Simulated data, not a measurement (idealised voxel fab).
process module | voxel fin reveal
cross-section cut | 240 nm wide | cells 5 nm
A cross-section is a grid of square cells, given in bands from the top down. A band is one or more rows of cells.
Each band's line starts with the height of the band's top and of its bottom, in nm. Then come its materials from left to right, each with its width in nm. One material with "throughout" fills the band from edge to edge. "air" is empty space.
Height 0 is the level under which the wafer as received is all one material. The lowest band goes on downwards, as in "0 down".
A width such as "30 to 40" changes by the same amount from each row of cells to the next, from the band's top row to its bottom row.
"no change" after a step means that no cell of the cross-section changed.
closed voids: empty space of 8 cells or more with no open way to the top, each as width x height at its distance from the left edge, in nm
after a step's settings: what the simulator itself notes on the step
overlay nm, on a step with a mask: how far to the right of its planned place the mask lay; to the left if negative
plan
1 op RECEIVE | material Si
2 op CONFORMAL_DEP | material SiN | thk nm 5
3 op MASKED_ETCH | tone cover | mask id FINS | width nm 15 | pitch nm 45 | etch materials SiN | depth nm 5 | overlay nm 0
4 op MASKED_ETCH | tone cover | mask id FINS | width nm 15 | pitch nm 45 | etch materials Si | depth nm 35 | overlay nm 0
5 op OXIDIZE | depth nm 5
6 op FILL_DEP | material SiO2 | thk nm 10
7 op CMP | height nm 5
8 op SELECTIVE_ETCH | etch materials SiO2 | depth nm 15
9 op STRIP | etch materials SiN
varied across the wafers: width nm of step 4. The plan shows the first wafer's value. All wafers start alike
first wafer as received, after step 1
  0 down: Si throughout
  closed voids: none
each wafer at the end: cells of each material gained (+) or lost (-) since it was received, then its closed voids
width nm 15 | -352 Si | +264 SiO2 | closed voids: none
width nm 20 | -324 Si | +240 SiO2 | closed voids: none
width nm 25 | -296 Si | +216 SiO2 | closed voids: none
width nm 30 | -268 Si | +192 SiO2 | closed voids: none
